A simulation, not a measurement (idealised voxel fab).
process module | voxel fin reveal
cross-section cut | 205 nm wide | cells 5 nm
A cross-section is a grid of square cells, given in bands from the top down. A band is one or more rows of cells.
Each band's line starts with the height of the band's top and of its bottom, in nm. Then come its materials from left to right, each with its width in nm. One material with "throughout" fills the band from edge to edge. "air" is empty space.
Height 0 is the level under which the wafer as received is all one material. The lowest band goes on downwards, as in "0 down".
A width such as "30 to 40" changes by the same amount from each row of cells to the next, from the band's top row to its bottom row.
"no change" after a step means that no cell of the cross-section changed.
closed voids: empty space of 8 cells or more with no open way to the top, each as width x height at its distance from the left edge, in nm
after a step's settings: what the simulator itself notes on the step
overlay nm, on a step with a mask: how far to the right of its planned place the mask lay; to the left if negative
plan
1 op RECEIVE | material Si
2 op CONFORMAL_DEP | material SiN | thk nm 5
3 op DIRECTIONAL_DEP | material aC | thk nm 10
4 op PATTERN | tone cover | mask id FINS | material resist | width nm 15 | pitch nm 45 | thk nm 30 | overlay nm 0
5 op DIRECTIONAL_ETCH | etch materials aC | depth nm 10
6 op STRIP | etch materials resist
7 op DIRECTIONAL_ETCH | etch materials SiN | depth nm 5
8 op DIRECTIONAL_ETCH | etch materials Si | depth nm 35
9 op STRIP | etch materials aC
10 op FILL_DEP | material SiO2 | thk nm 15
11 op CMP | height nm 5
12 op SELECTIVE_ETCH | etch materials SiO2 | depth nm 15
13 op STRIP | etch materials SiN
14 op CONFORMAL_DEP | material HfO2 | thk nm 5
as received, after step 1
  0 down: Si throughout
  closed voids: none
first wafer at the end, as planned
  5 to 0: air 45 | HfO2 25 | air 20 | HfO2 25 | air 20 | HfO2 25 | air 45
  0 to -5: air 45 | HfO2 5 | Si 15 | HfO2 5 | air 20 | HfO2 5 | Si 15 | HfO2 5 | air 20 | HfO2 5 | Si 15 | HfO2 5 | air 45
  -5 to -10: HfO2 50 | Si 15 | HfO2 30 | Si 15 | HfO2 30 | Si 15 | HfO2 50
  -10 to -35: SiO2 50 | Si 15 | SiO2 30 | Si 15 | SiO2 30 | Si 15 | SiO2 50
  -35 down: Si throughout
  closed voids: none
second wafer at the end: like start, like plan, one mistake
  5 to 0: HfO2 55 | air 5 | HfO2 40 | air 5 | HfO2 40 | air 5 | HfO2 55
  0 to -5: Si 50 | HfO2 5 | air 5 | HfO2 5 | Si 30 | HfO2 5 | air 5 | HfO2 5 | Si 30 | HfO2 5 | air 5 | HfO2 5 | Si 50
  -5 to -10: Si 50 | HfO2 15 | Si 30 | HfO2 15 | Si 30 | HfO2 15 | Si 50
  -10 to -35: Si 50 | SiO2 15 | Si 30 | SiO2 15 | Si 30 | SiO2 15 | Si 50
  -35 down: Si throughout
  closed voids: none
what went wrong: step 4 ran as: op PATTERN | tone open | mask id FINS | material resist | width nm 15 | pitch nm 45 | thk nm 30 | overlay nm 0
at the end the second wafer has, in cells: 161 more of Si | 115 fewer of SiO2
